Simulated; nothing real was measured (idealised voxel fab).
This is a process module. Its name is voxel quadruple lines.
The cross-section shown here is cut; it is 280 nm wide and divided into square cells measuring 5 nm on a side.
Notation: cross-section as square-cell grid; stated in bands, top first, going down; one or more cell rows per band. Band entry format. Leading values: height of top, height of bottom, nm. Remainder: materials in left-to-right order, each with its width in nm. Special words: "full width" on a single material, which then fills the band edge to edge; "empty", empty space. Height 0 is the level under which the wafer as received is all one material. The lowest band goes on downwards, as in "z 0 and below". Width "30 to 40": first value at the band's top row of cells, second value at its bottom row, equal change from row to row. Key: "nothing different" - step with no changed cell in the cross-section. "Enclosed void listing": empty spaces of 8 cells or more with no open way to the top, each given as width x height at distance, distance from the left edge, all in nm. Where a step's line continues beyond its settings, the continuation is a remark by the simulator itself on that step. overlay nm: mask right of planned place by this much (step with mask). Neg. = left.

Below is the list of planned process steps
1 RECEIVE (material Si)
2 CONFORMAL_DEP (material SiO2; thk nm 5)
3 DIRECTIONAL_DEP (material W; thk nm 10)
4 DIRECTIONAL_DEP (material polySi; thk nm 15)
5 DIRECTIONAL_DEP (material aC; thk nm 25)
6 PATTERN (tone cover; mask id MANDREL; material resist; width nm 20; thk nm 35; overlay nm 0)
7 DIRECTIONAL_ETCH (etch materials aC; depth nm 25)
8 STRIP (etch materials resist)
9 CONFORMAL_DEP (material SiO2; thk nm 10)
10 DIRECTIONAL_ETCH (etch materials SiO2; depth nm 10)
11 STRIP (etch materials aC)
12 DIRECTIONAL_ETCH (etch materials polySi; depth nm 15)
13 STRIP (etch materials SiO2)
14 CONFORMAL_DEP (material SiN; thk nm 10)
15 DIRECTIONAL_ETCH (etch materials SiN; depth nm 10)
16 STRIP (etch materials polySi)
17 DIRECTIONAL_ETCH (etch materials W; depth nm 10)
18 STRIP (etch materials SiN)
Same starting wafers, different width nm at step 6. Plan value belongs to the first wafer.

So this is the first of several wafers, cross-sectioned as it came to us, meaning it's at the end of step 1
  z 0 and below = Si full width
  Enclosed void listing: none

The first of several wafers, seen in cross-section after the module's last step, step 18
  z 15 to 5 = empty 110 nm  W 10 nm  empty 10 nm  W 20 nm  empty 10 nm  W 10 nm  empty 110 nm
  z 5 to 0 = SiO2 full width
  z 0 and below = Si full width
  Enclosed void listing: none

Cross-sectional view, end of module, last wafer of several
  z 15 to 5 = empty 100 nm  W 10 nm  empty 10 nm  W 10 nm  empty 25 nm  W 10 nm  empty 10 nm  W 10 nm  empty 95 nm
  z 5 to 0 = SiO2 full width
  z 0 and below = Si full width
  Enclosed void listing: none

Per wafer (row), end of module: delta in cells per material since receipt, (+) for gained, (-) for lost; closed voids after that
width nm 20 | +56 SiO2 | +16 W | Enclosed void listing: none
width nm 25 | +56 SiO2 | +16 W | Enclosed void listing: none
width nm 30 | +56 SiO2 | +16 W | Enclosed void listing: none
width nm 35 | +56 SiO2 | +16 W | Enclosed void listing: none
width nm 40 | +56 SiO2 | +16 W | Enclosed void listing: none
width nm 45 | +56 SiO2 | +16 W | Enclosed void listing: none
